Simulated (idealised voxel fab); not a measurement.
process module | voxel capacitor over wiring
cross-section cut | 295 nm wide | cells 5 nm
A cross-section is a grid of square cells, given in bands from the top down. A band is one or more rows of cells.
Each band's line starts with the height of the band's top and of its bottom, in nm. Then come its materials from left to right, each with its width in nm. One material with "throughout" fills the band from edge to edge. "air" is empty space.
Height 0 is the level under which the wafer as received is all one material. The lowest band goes on downwards, as in "0 down".
A width such as "30 to 40" changes by the same amount from each row of cells to the next, from the band's top row to its bottom row.
"no change" after a step means that no cell of the cross-section changed.
closed voids: empty space of 8 cells or more with no open way to the top, each as width x height at its distance from the left edge, in nm
after a step's settings: what the simulator itself notes on the step
overlay nm, on a step with a mask: how far to the right of its planned place the mask lay; to the left if negative
Each pair below shows a cross-section before one step and the cross-section after it, down to the lowest band that changed. The line under each pair gives the step between them, with its settings. The pairs can come from different runs of this module on the same starting wafer, so a pair continues from the pair above only where its "before" says so.
before
  0 down: Si throughout
  closed voids: none
after
  15 to 0: SiO2 throughout
  below 0: unchanged
  closed voids: none
the step between: op CONFORMAL_DEP | material SiO2 | thk nm 15
before: the cross-section after the pair above
after
  20 to 15: SiCN throughout
  below 15: unchanged
  closed voids: none
the step between: op CONFORMAL_DEP | material SiCN | thk nm 5
before: the cross-section after the pair above
after
  35 to 20: lowk throughout
  below 20: unchanged
  closed voids: none
the step between: op DIRECTIONAL_DEP | material lowk | thk nm 15
before: the cross-section after the pair above
after
  45 to 35: aC throughout
  below 35: unchanged
  closed voids: none
the step between: op DIRECTIONAL_DEP | material aC | thk nm 10
before: the cross-section after the pair above
after
  75 to 45: resist 95 | air 20 | resist 65 | air 20 | resist 95
  below 45: unchanged
  closed voids: none
the step between: op PATTERN | tone open | mask id METAL_1 | material resist | width nm 20 | pitch nm 85 | thk nm 30 | overlay nm 0
before: the cross-section after the pair above
after
  65 to 45: resist 95 | air 20 | resist 65 | air 20 | resist 95
  45 to 35: aC 95 | air 20 | aC 65 | air 20 | aC 95
  below 35: unchanged
  closed voids: none
the step between: op DIRECTIONAL_ETCH | etch materials aC | depth nm 10
before: the cross-section after the pair above
after
  45 to 35: aC 95 | air 20 | aC 65 | air 20 | aC 95
  below 35: unchanged
  closed voids: none
the step between: op STRIP | etch materials resist
before: the cross-section after the pair above
after
  45 to 35: aC 95 | air 20 | aC 65 | air 20 | aC 95
  35 to 20: lowk 95 | air 20 | lowk 65 | air 20 | lowk 95
  below 20: unchanged
  closed voids: none
the step between: op DIRECTIONAL_ETCH | etch materials lowk | depth nm 15
before: the cross-section after the pair above
after
  45 to 35: aC 95 | air 20 | aC 65 | air 20 | aC 95
  35 to 20: lowk 95 | air 20 | lowk 65 | air 20 | lowk 95
  20 to 15: SiCN 95 | air 20 | SiCN 65 | air 20 | SiCN 95
  below 15: unchanged
  closed voids: none
the step between: op DIRECTIONAL_ETCH | etch materials SiCN | depth nm 5
before: the cross-section after the pair above
after
  35 to 20: lowk 95 | air 20 | lowk 65 | air 20 | lowk 95
  below 20: unchanged
  closed voids: none
the step between: op STRIP | etch materials aC
before: the cross-section after the pair above
after
  40 to 35: TiN 100 | air 10 | TiN 75 | air 10 | TiN 100
  35 to 20: lowk 95 | TiN 5 | air 10 | TiN 5 | lowk 65 | TiN 5 | air 10 | TiN 5 | lowk 95
  20 to 15: SiCN 95 | TiN 20 | SiCN 65 | TiN 20 | SiCN 95
  below 15: unchanged
  closed voids: none
the step between: op CONFORMAL_DEP | material TiN | thk nm 5
before: the cross-section after the pair above
after
  50 to 40: Cu throughout
  40 to 35: TiN 100 | Cu 10 | TiN 75 | Cu 10 | TiN 100
  35 to 20: lowk 95 | TiN 5 | Cu 10 | TiN 5 | lowk 65 | TiN 5 | Cu 10 | TiN 5 | lowk 95
  below 20: unchanged
  closed voids: none
the step between: op FILL_DEP | material Cu | thk nm 10
before: the cross-section after the pair above
after
  35 to 20: lowk 95 | TiN 5 | Cu 10 | TiN 5 | lowk 65 | TiN 5 | Cu 10 | TiN 5 | lowk 95
  below 20: unchanged
  closed voids: none
the step between: op CMP | height nm 35
before: the cross-section after the pair above
after
  40 to 35: SiCN throughout
  below 35: unchanged
  closed voids: none
the step between: op CONFORMAL_DEP | material SiCN | thk nm 5
before: the cross-section after the pair above
after
  60 to 40: SiO2 throughout
  below 40: unchanged
  closed voids: none
the step between: op DIRECTIONAL_DEP | material SiO2 | thk nm 20
before: the cross-section after the pair above
after
  80 to 60: resist 100 | air 15 | resist 180
  below 60: unchanged
  closed voids: none
the step between: op PATTERN | tone open | mask id PLUG_1 | material resist | width nm 15 | thk nm 20 | overlay nm 0
before: the cross-section after the pair above
after
  80 to 60: resist 100 | air 15 | resist 180
  60 to 40: SiO2 100 | air 15 | SiO2 180
  below 40: unchanged
  closed voids: none
the step between: op DIRECTIONAL_ETCH | etch materials SiO2 | depth nm 20
before: the cross-section after the pair above
after
  80 to 60: resist 100 | air 15 | resist 180
  60 to 40: SiO2 100 | air 15 | SiO2 180
  40 to 35: SiCN 100 | air 15 | SiCN 180
  below 35: unchanged
  closed voids: none
the step between: op DIRECTIONAL_ETCH | etch materials SiCN | depth nm 5
before: the cross-section after the pair above
after
  60 to 40: SiO2 100 | air 15 | SiO2 180
  below 40: unchanged
  closed voids: none
the step between: op STRIP | etch materials resist
before: the cross-section after the pair above
after
  60 to 45: SiO2 100 | air 15 | SiO2 180
  45 to 40: SiO2 100 | Ru 15 | SiO2 180
  40 to 35: SiCN 100 | Ru 15 | SiCN 180
  below 35: unchanged
  closed voids: none
the step between: op EPI | material Ru | thk nm 10
before: the cross-section after the pair above
after
  60 to 55: SiO2 100 | air 15 | SiO2 180
  55 to 40: SiO2 100 | Ru 15 | SiO2 180
  below 40: unchanged
  closed voids: none
the step between: op EPI | material Ru | thk nm 10
before: the cross-section after the pair above
after
  60 to 40: SiO2 100 | Ru 15 | SiO2 180
  below 40: unchanged
  closed voids: none
the step between: op EPI | material Ru | thk nm 5
before: the cross-section after the pair above
after
  65 to 60: TiN throughout
  below 60: unchanged
  closed voids: none
the step between: op DIRECTIONAL_DEP | material TiN | thk nm 5
before: the cross-section after the pair above
after
  70 to 65: HfO2 throughout
  below 65: unchanged
  closed voids: none
the step between: op DIRECTIONAL_DEP | material HfO2 | thk nm 5
before: the cross-section after the pair above
after
  75 to 70: TiN throughout
  below 70: unchanged
  closed voids: none
the step between: op DIRECTIONAL_DEP | material TiN | thk nm 5
before: the cross-section after the pair above
after
  90 to 75: aC throughout
  below 75: unchanged
  closed voids: none
the step between: op DIRECTIONAL_DEP | material aC | thk nm 15
before: the cross-section after the pair above
after
  125 to 90: air 100 | resist 70 | air 125
  below 90: unchanged
  closed voids: none
the step between: op PATTERN | tone cover | mask id UPPER_PLATE | material resist | width nm 70 | thk nm 35 | overlay nm 0
before: the cross-section after the pair above
after
  110 to 90: air 100 | resist 70 | air 125
  90 to 75: air 100 | aC 70 | air 125
  below 75: unchanged
  closed voids: none
the step between: op DIRECTIONAL_ETCH | etch materials aC | depth nm 15
before: the cross-section after the pair above
after
  90 to 75: air 100 | aC 70 | air 125
  below 75: unchanged
  closed voids: none
the step between: op STRIP | etch materials resist
before: the cross-section after the pair above
after
  90 to 75: air 100 | aC 70 | air 125
  75 to 70: air 100 | TiN 70 | air 125
  below 70: unchanged
  closed voids: none
the step between: op DIRECTIONAL_ETCH | etch materials TiN | depth nm 5
before: the cross-section after the pair above
after
  90 to 75: air 100 | aC 70 | air 125
  75 to 70: air 100 | TiN 70 | air 125
  70 to 65: air 100 | HfO2 70 | air 125
  below 65: unchanged
  closed voids: none
the step between: op DIRECTIONAL_ETCH | etch materials HfO2 | depth nm 5
before: the cross-section after the pair above
after
  75 to 70: air 100 | TiN 70 | air 125
  below 70: unchanged
  closed voids: none
the step between: op STRIP | etch materials aC
before: the cross-section after the pair above
after
  90 to 80: air 100 | aC 70 | air 125
  80 to 75: aC throughout
  75 to 70: aC 100 | TiN 70 | aC 125
  70 to 65: aC 100 | HfO2 70 | aC 125
  below 65: unchanged
  closed voids: none
the step between: op DIRECTIONAL_DEP | material aC | thk nm 15
before: the cross-section after the pair above
after
  125 to 90: air 95 | resist 80 | air 120
  90 to 80: air 95 | resist 5 | aC 70 | resist 5 | air 120
  below 80: unchanged
  closed voids: none
the step between: op PATTERN | tone cover | mask id LOWER_PLATE | material resist | width nm 80 | thk nm 35 | overlay nm 0
before: the cross-section after the pair above
after
  110 to 90: air 95 | resist 80 | air 120
  90 to 80: air 95 | resist 5 | aC 70 | resist 5 | air 120
  80 to 75: air 95 | aC 80 | air 120
  75 to 70: air 95 | aC 5 | TiN 70 | aC 5 | air 120
  70 to 65: air 95 | aC 5 | HfO2 70 | aC 5 | air 120
  below 65: unchanged
  closed voids: none
the step between: op DIRECTIONAL_ETCH | etch materials aC | depth nm 15
before: the cross-section after the pair above
after
  90 to 80: air 100 | aC 70 | air 125
  below 80: unchanged
  closed voids: none
the step between: op STRIP | etch materials resist
before: the cross-section after the pair above
after
  90 to 80: air 100 | aC 70 | air 125
  80 to 75: air 95 | aC 80 | air 120
  75 to 70: air 95 | aC 5 | TiN 70 | aC 5 | air 120
  70 to 65: air 95 | aC 5 | HfO2 70 | aC 5 | air 120
  65 to 60: air 95 | TiN 80 | air 120
  below 60: unchanged
  closed voids: none
the step between: op DIRECTIONAL_ETCH | etch materials TiN | depth nm 5
before: the cross-section after the pair above
after
  75 to 70: air 100 | TiN 70 | air 125
  70 to 65: air 100 | HfO2 70 | air 125
  below 65: unchanged
  closed voids: none
the step between: op STRIP | etch materials aC
before: the cross-section after the pair above
after
  95 to 75: SiO2 throughout
  75 to 70: SiO2 100 | TiN 70 | SiO2 125
  70 to 65: SiO2 100 | HfO2 70 | SiO2 125
  65 to 60: SiO2 95 | TiN 80 | SiO2 120
  below 60: unchanged
  closed voids: none
the step between: op FILL_DEP | material SiO2 | thk nm 20
before: the cross-section after the pair above
after
  90 to 75: SiO2 throughout
  below 75: unchanged
  closed voids: none
the step between: op CMP | height nm 90
before: the cross-section after the pair above
after
  105 to 90: aC throughout
  below 90: unchanged
  closed voids: none
the step between: op DIRECTIONAL_DEP | material aC | thk nm 15
before: the cross-section after the pair above
after
  140 to 105: resist 110 | air 15 | resist 170
  below 105: unchanged
  closed voids: none
the step between: op PATTERN | tone open | mask id PLUG_2 | material resist | width nm 15 | thk nm 35 | overlay nm 0
before: the cross-section after the pair above
after
  125 to 105: resist 110 | air 15 | resist 170
  105 to 90: aC 110 | air 15 | aC 170
  below 90: unchanged
  closed voids: none
the step between: op DIRECTIONAL_ETCH | etch materials aC | depth nm 15
before: the cross-section after the pair above
after
  105 to 90: aC 110 | air 15 | aC 170
  below 90: unchanged
  closed voids: none
the step between: op STRIP | etch materials resist
before: the cross-section after the pair above
after
  105 to 90: aC 110 | air 15 | aC 170
  90 to 75: SiO2 110 | air 15 | SiO2 170
  below 75: unchanged
  closed voids: none
the step between: op DIRECTIONAL_ETCH | etch materials SiO2 | depth nm 15
before: the cross-section after the pair above
after
  90 to 75: SiO2 110 | air 15 | SiO2 170
  below 75: unchanged
  closed voids: none
the step between: op STRIP | etch materials aC
before: the cross-section after the pair above
after
  95 to 90: TiN 115 | air 5 | TiN 175
  90 to 80: SiO2 110 | TiN 5 | air 5 | TiN 5 | SiO2 170
  80 to 70: SiO2 110 to 100 | TiN 15 to 70 | SiO2 170 to 125
  below 70: unchanged
  closed voids: none
the step between: op CONFORMAL_DEP | material TiN | thk nm 5
before: the cross-section after the pair above
after
  105 to 95: Cu throughout
  95 to 90: TiN 115 | Cu 5 | TiN 175
  90 to 80: SiO2 110 | TiN 5 | Cu 5 | TiN 5 | SiO2 170
  below 80: unchanged
  closed voids: none
the step between: op FILL_DEP | material Cu | thk nm 10
before: the cross-section after the pair above
after
  90 to 80: SiO2 110 | TiN 5 | Cu 5 | TiN 5 | SiO2 170
  below 80: unchanged
  closed voids: none
the step between: op CMP | height nm 90
before: the cross-section after the pair above
after
  95 to 90: SiCN throughout
  below 90: unchanged
  closed voids: none
the step between: op CONFORMAL_DEP | material SiCN | thk nm 5
before
  105 to 95: Cu throughout
  95 to 90: TiN 115 | Cu 5 | TiN 175
  90 to 80: SiO2 110 | TiN 5 | Cu 5 | TiN 5 | SiO2 170
  80 to 70: SiO2 110 to 100 | TiN 15 to 70 | SiO2 170 to 125
  70 to 65: SiO2 100 | HfO2 70 | SiO2 125
  65 to 60: SiO2 95 | TiN 80 | SiO2 120
  60 to 40: SiO2 100 | Ru 15 | SiO2 180
  40 to 35: SiCN 100 | Ru 15 | SiCN 180
  35 to 20: lowk 95 | TiN 5 | Cu 10 | TiN 5 | lowk 65 | TiN 5 | Cu 10 | TiN 5 | lowk 95
  20 to 15: SiCN 95 | TiN 20 | SiCN 65 | TiN 20 | SiCN 95
  15 to 0: SiO2 throughout
  0 down: Si throughout
  closed voids: none
after
  110 to 105: SiCN throughout
  below 105: unchanged
  closed voids: none
the step between: op CONFORMAL_DEP | material SiCN | thk nm 5
before
  60 to 40: SiO2 throughout
  40 to 35: SiCN throughout
  35 to 20: lowk 95 | TiN 5 | Cu 10 | TiN 5 | lowk 65 | TiN 5 | Cu 10 | TiN 5 | lowk 95
  20 to 15: SiCN 95 | TiN 20 | SiCN 65 | TiN 20 | SiCN 95
  15 to 0: SiO2 throughout
  0 down: Si throughout
  closed voids: none
after
  80 to 40: SiO2 throughout
  below 40: unchanged
  closed voids: none
the step between: op DIRECTIONAL_DEP | material SiO2 | thk nm 20
before: the cross-section after the pair above
after
  100 to 80: resist 100 | air 15 | resist 180
  below 80: unchanged
  closed voids: none
the step between: op PATTERN | tone open | mask id PLUG_1 | material resist | width nm 15 | thk nm 20 | overlay nm 0
before: the cross-section after the pair above
after
  100 to 80: resist 100 | air 15 | resist 180
  80 to 60: SiO2 100 | air 15 | SiO2 180
  below 60: unchanged
  closed voids: none
the step between: op DIRECTIONAL_ETCH | etch materials SiO2 | depth nm 20
before: the cross-section after the pair above
after
  80 to 60: SiO2 100 | air 15 | SiO2 180
  below 60: unchanged
  closed voids: none
the step between: op STRIP | etch materials resist
before: the cross-section after the pair above
after
  85 to 80: TiN 100 | air 15 | TiN 180
  80 to 65: SiO2 100 | air 15 | SiO2 180
  65 to 60: SiO2 100 | TiN 15 | SiO2 180
  below 60: unchanged
  closed voids: none
the step between: op DIRECTIONAL_DEP | material TiN | thk nm 5
before: the cross-section after the pair above
after
  90 to 85: HfO2 100 | air 15 | HfO2 180
  85 to 80: TiN 100 | air 15 | TiN 180
  80 to 70: SiO2 100 | air 15 | SiO2 180
  70 to 65: SiO2 100 | HfO2 15 | SiO2 180
  below 65: unchanged
  closed voids: none
the step between: op DIRECTIONAL_DEP | material HfO2 | thk nm 5
before: the cross-section after the pair above
after
  95 to 90: TiN 100 | air 15 | TiN 180
  90 to 85: HfO2 100 | air 15 | HfO2 180
  85 to 80: TiN 100 | air 15 | TiN 180
  80 to 75: SiO2 100 | air 15 | SiO2 180
  75 to 70: SiO2 100 | TiN 15 | SiO2 180
  below 70: unchanged
  closed voids: none
the step between: op DIRECTIONAL_DEP | material TiN | thk nm 5
before: the cross-section after the pair above
after
  110 to 95: aC 100 | air 15 | aC 180
  95 to 90: TiN 100 | air 15 | TiN 180
  90 to 85: HfO2 100 | aC 15 | HfO2 180
  85 to 80: TiN 100 | aC 15 | TiN 180
  80 to 75: SiO2 100 | aC 15 | SiO2 180
  below 75: unchanged
  closed voids: none
the step between: op DIRECTIONAL_DEP | material aC | thk nm 15
before: the cross-section after the pair above
after
  145 to 110: air 100 | resist 70 | air 125
  110 to 95: aC 100 | resist 15 | aC 180
  95 to 90: TiN 100 | resist 15 | TiN 180
  below 90: unchanged
  closed voids: none
the step between: op PATTERN | tone cover | mask id UPPER_PLATE | material resist | width nm 70 | thk nm 35 | overlay nm 0
before: the cross-section after the pair above
after
  130 to 110: air 100 | resist 70 | air 125
  110 to 95: air 100 | resist 15 | aC 55 | air 125
  below 95: unchanged
  closed voids: none
the step between: op DIRECTIONAL_ETCH | etch materials aC | depth nm 15
before: the cross-section after the pair above
after
  110 to 95: air 115 | aC 55 | air 125
  95 to 90: TiN 100 | air 15 | TiN 180
  below 90: unchanged
  closed voids: none
the step between: op STRIP | etch materials resist
before: the cross-section after the pair above
after
  110 to 95: air 115 | aC 55 | air 125
  95 to 90: air 115 | TiN 55 | air 125
  below 90: unchanged
  closed voids: none
the step between: op DIRECTIONAL_ETCH | etch materials TiN | depth nm 5
before: the cross-section after the pair above
after
  110 to 95: air 115 | aC 55 | air 125
  95 to 90: air 115 | TiN 55 | air 125
  90 to 85: air 100 | aC 15 | HfO2 55 | air 125
  below 85: unchanged
  closed voids: none
the step between: op DIRECTIONAL_ETCH | etch materials HfO2 | depth nm 5
before: the cross-section after the pair above
after
  95 to 90: air 115 | TiN 55 | air 125
  90 to 85: air 115 | HfO2 55 | air 125
  85 to 80: TiN 100 | air 15 | TiN 180
  80 to 75: SiO2 100 | air 15 | SiO2 180
  below 75: unchanged
  closed voids: none
the step between: op STRIP | etch materials aC
before: the cross-section after the pair above
after
  110 to 100: air 115 | aC 55 | air 125
  100 to 95: aC 100 | air 15 | aC 180
  95 to 90: aC 100 | air 15 | TiN 55 | aC 125
  90 to 85: aC 115 | HfO2 55 | aC 125
  85 to 80: TiN 100 | aC 15 | TiN 180
  80 to 75: SiO2 100 | aC 15 | SiO2 180
  below 75: unchanged
  closed voids: none
the step between: op DIRECTIONAL_DEP | material aC | thk nm 15
before: the cross-section after the pair above
after
  145 to 110: air 95 | resist 80 | air 120
  110 to 100: air 95 | resist 20 | aC 55 | resist 5 | air 120
  100 to 95: aC 100 | resist 15 | aC 180
  95 to 90: aC 100 | resist 15 | TiN 55 | aC 125
  below 90: unchanged
  closed voids: none
the step between: op PATTERN | tone cover | mask id LOWER_PLATE | material resist | width nm 80 | thk nm 35 | overlay nm 0
before: the cross-section after the pair above
after
  130 to 110: air 95 | resist 80 | air 120
  110 to 100: air 95 | resist 20 | aC 55 | resist 5 | air 120
  100 to 95: air 95 | aC 5 | resist 15 | aC 60 | air 120
  95 to 90: air 95 | aC 5 | resist 15 | TiN 55 | aC 5 | air 120
  90 to 85: air 95 | aC 20 | HfO2 55 | aC 5 | air 120
  below 85: unchanged
  closed voids: none
the step between: op DIRECTIONAL_ETCH | etch materials aC | depth nm 15
before: the cross-section after the pair above
after
  110 to 100: air 115 | aC 55 | air 125
  100 to 95: air 95 | aC 5 | air 15 | aC 60 | air 120
  95 to 90: air 95 | aC 5 | air 15 | TiN 55 | aC 5 | air 120
  below 90: unchanged
  closed voids: none
the step between: op STRIP | etch materials resist
before: the cross-section after the pair above
after
  110 to 100: air 115 | aC 55 | air 125
  100 to 95: air 95 | aC 5 | air 15 | aC 60 | air 120
  95 to 90: air 95 | aC 5 | air 15 | TiN 55 | aC 5 | air 120
  90 to 85: air 95 | aC 20 | HfO2 55 | aC 5 | air 120
  85 to 80: air 95 | TiN 5 | aC 15 | TiN 60 | air 120
  below 80: unchanged
  closed voids: none
the step between: op DIRECTIONAL_ETCH | etch materials TiN | depth nm 5
before: the cross-section after the pair above
after
  95 to 90: air 115 | TiN 55 | air 125
  90 to 85: air 115 | HfO2 55 | air 125
  85 to 80: air 95 | TiN 5 | air 15 | TiN 60 | air 120
  80 to 75: SiO2 100 | air 15 | SiO2 180
  below 75: unchanged
  closed voids: none
the step between: op STRIP | etch materials aC
before: the cross-section after the pair above
after
  115 to 95: SiO2 throughout
  95 to 90: SiO2 115 | TiN 55 | SiO2 125
  90 to 85: SiO2 115 | HfO2 55 | SiO2 125
  85 to 80: SiO2 95 | TiN 5 | SiO2 15 | TiN 60 | SiO2 120
  80 to 75: SiO2 throughout
  below 75: unchanged
  closed voids: none
the step between: op FILL_DEP | material SiO2 | thk nm 20
before: the cross-section after the pair above
after
  90 to 85: SiO2 115 | HfO2 55 | SiO2 125
  below 85: unchanged
  closed voids: none
the step between: op CMP | height nm 90
before: the cross-section after the pair above
after
  105 to 90: aC throughout
  below 90: unchanged
  closed voids: none
the step between: op DIRECTIONAL_DEP | material aC | thk nm 15
before: the cross-section after the pair above
after
  140 to 105: resist 110 | air 15 | resist 170
  below 105: unchanged
  closed voids: none
the step between: op PATTERN | tone open | mask id PLUG_2 | material resist | width nm 15 | thk nm 35 | overlay nm 0
before: the cross-section after the pair above
after
  125 to 105: resist 110 | air 15 | resist 170
  105 to 90: aC 110 | air 15 | aC 170
  below 90: unchanged
  closed voids: none
the step between: op DIRECTIONAL_ETCH | etch materials aC | depth nm 15
before: the cross-section after the pair above
after
  105 to 90: aC 110 | air 15 | aC 170
  below 90: unchanged
  closed voids: none
the step between: op STRIP | etch materials resist
before: the cross-section after the pair above
after
  105 to 90: aC 110 | air 15 | aC 170
  90 to 85: SiO2 110 | air 5 | HfO2 55 | SiO2 125
  85 to 80: SiO2 95 | TiN 5 | SiO2 10 | air 5 | TiN 60 | SiO2 120
  80 to 75: SiO2 110 | air 5 | SiO2 180
  below 75: unchanged
  closed voids: none
the step between: op DIRECTIONAL_ETCH | etch materials SiO2 | depth nm 15
before: the cross-section after the pair above
after
  90 to 85: SiO2 110 | air 5 | HfO2 55 | SiO2 125
  below 85: unchanged
  closed voids: none
the step between: op STRIP | etch materials aC
before: the cross-section after the pair above
after
  95 to 90: TiN throughout
  90 to 85: SiO2 110 | TiN 5 | HfO2 55 | SiO2 125
  85 to 80: SiO2 95 | TiN 5 | SiO2 10 | TiN 65 | SiO2 120
  80 to 70: SiO2 110 to 100 | TiN 5 to 15 | SiO2 180
  below 70: unchanged
  closed voids: none
the step between: op CONFORMAL_DEP | material TiN | thk nm 5
before: the cross-section after the pair above
after
  105 to 95: Cu throughout
  below 95: unchanged
  closed voids: none
the step between: op FILL_DEP | material Cu | thk nm 10
before: the cross-section after the pair above
after
  90 to 85: SiO2 110 | TiN 5 | HfO2 55 | SiO2 125
  below 85: unchanged
  closed voids: none
the step between: op CMP | height nm 90
before: the cross-section after the pair above
after
  95 to 90: SiCN throughout
  below 90: unchanged
  closed voids: none
the step between: op CONFORMAL_DEP | material SiCN | thk nm 5
before
  35 to 20: lowk 95 | TiN 5 | Cu 10 | TiN 5 | lowk 65 | TiN 5 | Cu 10 | TiN 5 | lowk 95
  20 to 15: SiCN 95 | TiN 20 | SiCN 65 | TiN 20 | SiCN 95
  15 to 0: SiO2 throughout
  0 down: Si throughout
  closed voids: none
after
  55 to 35: SiO2 throughout
  below 35: unchanged
  closed voids: none
the step between: op DIRECTIONAL_DEP | material SiO2 | thk nm 20
before: the cross-section after the pair above
after
  60 to 55: SiCN throughout
  below 55: unchanged
  closed voids: none
the step between: op CONFORMAL_DEP | material SiCN | thk nm 5
before: the cross-section after the pair above
after
  80 to 60: resist 100 | air 15 | resist 180
  below 60: unchanged
  closed voids: none
the step between: op PATTERN | tone open | mask id PLUG_1 | material resist | width nm 15 | thk nm 20 | overlay nm 0
before: the cross-section after the pair above
after
  80 to 60: resist 100 | air 15 | resist 180
  60 to 55: SiCN 100 | air 15 | SiCN 180
  below 55: unchanged
  closed voids: none
the step between: op DIRECTIONAL_ETCH | etch materials SiCN | depth nm 5
before: the cross-section after the pair above
after
  60 to 55: SiCN 100 | air 15 | SiCN 180
  below 55: unchanged
  closed voids: none
the step between: op STRIP | etch materials resist
before: the cross-section after the pair above
after
  65 to 60: TiN 100 | air 15 | TiN 180
  60 to 55: SiCN 100 | TiN 15 | SiCN 180
  below 55: unchanged
  closed voids: none
the step between: op DIRECTIONAL_DEP | material TiN | thk nm 5
before: the cross-section after the pair above
after
  70 to 65: HfO2 100 | air 15 | HfO2 180
  65 to 60: TiN 100 | HfO2 15 | TiN 180
  below 60: unchanged
  closed voids: none
the step between: op DIRECTIONAL_DEP | material HfO2 | thk nm 5
before: the cross-section after the pair above
after
  75 to 70: TiN 100 | air 15 | TiN 180
  70 to 65: HfO2 100 | TiN 15 | HfO2 180
  below 65: unchanged
  closed voids: none
the step between: op DIRECTIONAL_DEP | material TiN | thk nm 5
before: the cross-section after the pair above
after
  90 to 85: aC 100 | air 15 | aC 180
  85 to 75: aC throughout
  75 to 70: TiN 100 | aC 15 | TiN 180
  below 70: unchanged
  closed voids: none
the step between: op DIRECTIONAL_DEP | material aC | thk nm 15
before: the cross-section after the pair above
after
  125 to 90: air 100 | resist 70 | air 125
  90 to 85: aC 100 | resist 15 | aC 180
  below 85: unchanged
  closed voids: none
the step between: op PATTERN | tone cover | mask id UPPER_PLATE | material resist | width nm 70 | thk nm 35 | overlay nm 0
before: the cross-section after the pair above
after
  110 to 90: air 100 | resist 70 | air 125
  90 to 85: air 100 | resist 15 | aC 55 | air 125
  85 to 75: air 100 | aC 70 | air 125
  below 75: unchanged
  closed voids: none
the step between: op DIRECTIONAL_ETCH | etch materials aC | depth nm 15
before: the cross-section after the pair above
after
  90 to 85: air 115 | aC 55 | air 125
  below 85: unchanged
  closed voids: none
the step between: op STRIP | etch materials resist
before: the cross-section after the pair above
after
  90 to 85: air 115 | aC 55 | air 125
  85 to 75: air 100 | aC 70 | air 125
  75 to 70: air 100 | aC 15 | TiN 55 | air 125
  below 70: unchanged
  closed voids: none
the step between: op DIRECTIONAL_ETCH | etch materials TiN | depth nm 5
before: the cross-section after the pair above
after
  90 to 85: air 115 | aC 55 | air 125
  85 to 75: air 100 | aC 70 | air 125
  75 to 70: air 100 | aC 15 | TiN 55 | air 125
  70 to 65: air 100 | TiN 15 | HfO2 55 | air 125
  below 65: unchanged
  closed voids: none
the step between: op DIRECTIONAL_ETCH | etch materials HfO2 | depth nm 5
before: the cross-section after the pair above
after
  75 to 70: air 115 | TiN 55 | air 125
  below 70: unchanged
  closed voids: none
the step between: op STRIP | etch materials aC
before: the cross-section after the pair above
after
  90 to 80: air 115 to 100 | aC 55 to 70 | air 125
  80 to 75: aC throughout
  75 to 70: aC 115 | TiN 55 | aC 125
  70 to 65: aC 100 | TiN 15 | HfO2 55 | aC 125
  below 65: unchanged
  closed voids: none
the step between: op DIRECTIONAL_DEP | material aC | thk nm 15
before: the cross-section after the pair above
after
  125 to 90: air 95 | resist 80 | air 120
  90 to 80: air 95 | resist 20 to 5 | aC 55 to 70 | resist 5 | air 120
  below 80: unchanged
  closed voids: none
the step between: op PATTERN | tone cover | mask id LOWER_PLATE | material resist | width nm 80 | thk nm 35 | overlay nm 0
before: the cross-section after the pair above
after
  110 to 90: air 95 | resist 80 | air 120
  90 to 80: air 95 | resist 20 to 5 | aC 55 to 70 | resist 5 | air 120
  80 to 75: air 95 | aC 80 | air 120
  75 to 70: air 95 | aC 20 | TiN 55 | aC 5 | air 120
  70 to 65: air 95 | aC 5 | TiN 15 | HfO2 55 | aC 5 | air 120
  below 65: unchanged
  closed voids: none
the step between: op DIRECTIONAL_ETCH | etch materials aC | depth nm 15
before: the cross-section after the pair above
after
  90 to 80: air 115 to 100 | aC 55 to 70 | air 125
  below 80: unchanged
  closed voids: none
the step between: op STRIP | etch materials resist
before: the cross-section after the pair above
after
  90 to 80: air 115 to 100 | aC 55 to 70 | air 125
  80 to 75: air 95 | aC 80 | air 120
  75 to 70: air 95 | aC 20 | TiN 55 | aC 5 | air 120
  70 to 65: air 95 | aC 5 | TiN 15 | HfO2 55 | aC 5 | air 120
  65 to 60: air 95 | TiN 5 | HfO2 15 | TiN 60 | air 120
  below 60: unchanged
  closed voids: none
the step between: op DIRECTIONAL_ETCH | etch materials TiN | depth nm 5
before: the cross-section after the pair above
after
  75 to 70: air 115 | TiN 55 | air 125
  70 to 65: air 100 | TiN 15 | HfO2 55 | air 125
  below 65: unchanged
  closed voids: none
the step between: op STRIP | etch materials aC
before: the cross-section after the pair above
after
  95 to 75: SiO2 throughout
  75 to 70: SiO2 115 | TiN 55 | SiO2 125
  70 to 65: SiO2 100 | TiN 15 | HfO2 55 | SiO2 125
  65 to 60: SiO2 95 | TiN 5 | HfO2 15 | TiN 60 | SiO2 120
  below 60: unchanged
  closed voids: none
the step between: op FILL_DEP | material SiO2 | thk nm 20
before: the cross-section after the pair above
after
  90 to 75: SiO2 throughout
  below 75: unchanged
  closed voids: none
the step between: op CMP | height nm 90
before: the cross-section after the pair above
after
  105 to 90: aC throughout
  below 90: unchanged
  closed voids: none
the step between: op DIRECTIONAL_DEP | material aC | thk nm 15
before: the cross-section after the pair above
after
  140 to 105: resist 110 | air 15 | resist 170
  below 105: unchanged
  closed voids: none
the step between: op PATTERN | tone open | mask id PLUG_2 | material resist | width nm 15 | thk nm 35 | overlay nm 0
before: the cross-section after the pair above
after
  125 to 105: resist 110 | air 15 | resist 170
  105 to 90: aC 110 | air 15 | aC 170
  below 90: unchanged
  closed voids: none
the step between: op DIRECTIONAL_ETCH | etch materials aC | depth nm 15
before: the cross-section after the pair above
after
  105 to 90: aC 110 | air 15 | aC 170
  below 90: unchanged
  closed voids: none
the step between: op STRIP | etch materials resist
before: the cross-section after the pair above
after
  105 to 90: aC 110 | air 15 | aC 170
  90 to 75: SiO2 110 | air 15 | SiO2 170
  below 75: unchanged
  closed voids: none
the step between: op DIRECTIONAL_ETCH | etch materials SiO2 | depth nm 15
before: the cross-section after the pair above
after
  90 to 75: SiO2 110 | air 15 | SiO2 170
  below 75: unchanged
  closed voids: none
the step between: op STRIP | etch materials aC
before: the cross-section after the pair above
after
  95 to 90: TiN 115 | air 5 | TiN 175
  90 to 80: SiO2 110 | TiN 5 | air 5 | TiN 5 | SiO2 170
  80 to 70: SiO2 110 to 115 | TiN 15 to 55 | SiO2 170 to 125
  below 70: unchanged
  closed voids: none
the step between: op CONFORMAL_DEP | material TiN | thk nm 5
before: the cross-section after the pair above
after
  105 to 95: Cu throughout
  95 to 90: TiN 115 | Cu 5 | TiN 175
  90 to 80: SiO2 110 | TiN 5 | Cu 5 | TiN 5 | SiO2 170
  below 80: unchanged
  closed voids: none
the step between: op FILL_DEP | material Cu | thk nm 10
before: the cross-section after the pair above
after
  90 to 80: SiO2 110 | TiN 5 | Cu 5 | TiN 5 | SiO2 170
  below 80: unchanged
  closed voids: none
the step between: op CMP | height nm 90
before: the cross-section after the pair above
after
  95 to 90: SiCN throughout
  below 90: unchanged
  closed voids: none
the step between: op CONFORMAL_DEP | material SiCN | thk nm 5
